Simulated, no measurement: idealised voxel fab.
process module | voxel wiring stack
cross-section cut | 255 nm wide | cells 5 nm
A cross-section is a grid of square cells, given in bands from the top down. A band is one or more rows of cells.
Each band's line starts with the height of the band's top and of its bottom, in nm. Then come its materials from left to right, each with its width in nm. One material with "throughout" fills the band from edge to edge. "air" is empty space.
Height 0 is the level under which the wafer as received is all one material. The lowest band goes on downwards, as in "0 down".
A width such as "30 to 40" changes by the same amount from each row of cells to the next, from the band's top row to its bottom row.
"no change" after a step means that no cell of the cross-section changed.
closed voids: empty space of 8 cells or more with no open way to the top, each as width x height at its distance from the left edge, in nm
after a step's settings: what the simulator itself notes on the step
overlay nm, on a step with a mask: how far to the right of its planned place the mask lay; to the left if negative
plan
1 op RECEIVE | material Si
2 op CONFORMAL_DEP | material SiO2 | thk nm 10
3 op DIRECTIONAL_DEP | material TiN | thk nm 5
4 op DIRECTIONAL_DEP | material Ru | thk nm 25
5 op PATTERN | tone cover | mask id METAL_1 | material resist | width nm 25 | pitch nm 55 | thk nm 15 | overlay nm 0
6 op DIRECTIONAL_ETCH | etch materials Ru | depth nm 25
7 op DIRECTIONAL_ETCH | etch materials TiN | depth nm 5
8 op STRIP | etch materials resist
9 op FILL_DEP | material SiO2 | thk nm 5
10 op CMP | height nm 40
11 op CONFORMAL_DEP | material SiCN | thk nm 5
12 op DIRECTIONAL_DEP | material lowk | thk nm 20
13 op MASKED_ETCH | tone open | mask id PLUG_1 | width nm 15 | pitch nm 55 | etch materials lowk | depth nm 20 | overlay nm -15
14 op MASKED_ETCH | tone open | mask id PLUG_1 | width nm 15 | pitch nm 55 | etch materials SiCN | depth nm 5 | overlay nm 0
15 op CONFORMAL_DEP | material TiN | thk nm 5
16 op FILL_DEP | material W | thk nm 5
17 op CMP | height nm 65
18 op CONFORMAL_DEP | material SiN | thk nm 5
19 op DIRECTIONAL_DEP | material lowk | thk nm 20
20 op MASKED_ETCH | tone open | mask id METAL_2 | width nm 25 | pitch nm 55 | etch materials lowk | depth nm 20 | overlay nm 0
21 op MASKED_ETCH | tone open | mask id METAL_2 | width nm 25 | pitch nm 55 | etch materials SiN | depth nm 5 | overlay nm 0
22 op CONFORMAL_DEP | material TiN | thk nm 5
23 op FILL_DEP | material Cu | thk nm 10
24 op CMP | height nm 90
25 op CONFORMAL_DEP | material SiCN | thk nm 5
varied across the wafers: overlay nm of step 13. The plan shows the first wafer's value. All wafers start alike
first wafer as received, after step 1
  0 down: Si throughout
  closed voids: none
each wafer at the end: cells of each material gained (+) or lost (-) since it was received, then its closed voids
overlay nm -15 | +48 Cu | +100 Ru | +102 SiCN | +31 SiN | +288 SiO2 | +108 TiN | +12 W | +280 lowk | closed voids: none
overlay nm -10 | +48 Cu | +100 Ru | +98 SiCN | +31 SiN | +288 SiO2 | +112 TiN | +12 W | +280 lowk | closed voids: none
overlay nm -5 | +48 Cu | +100 Ru | +94 SiCN | +31 SiN | +288 SiO2 | +116 TiN | +12 W | +280 lowk | closed voids: none
overlay nm 0 | +48 Cu | +100 Ru | +90 SiCN | +31 SiN | +288 SiO2 | +116 TiN | +16 W | +280 lowk | closed voids: none
overlay nm 5 | +48 Cu | +100 Ru | +94 SiCN | +31 SiN | +288 SiO2 | +116 TiN | +12 W | +280 lowk | closed voids: none
overlay nm 10 | +48 Cu | +100 Ru | +98 SiCN | +31 SiN | +288 SiO2 | +112 TiN | +12 W | +280 lowk | closed voids: none
overlay nm 15 | +48 Cu | +100 Ru | +102 SiCN | +31 SiN | +288 SiO2 | +108 TiN | +12 W | +280 lowk | closed voids: none
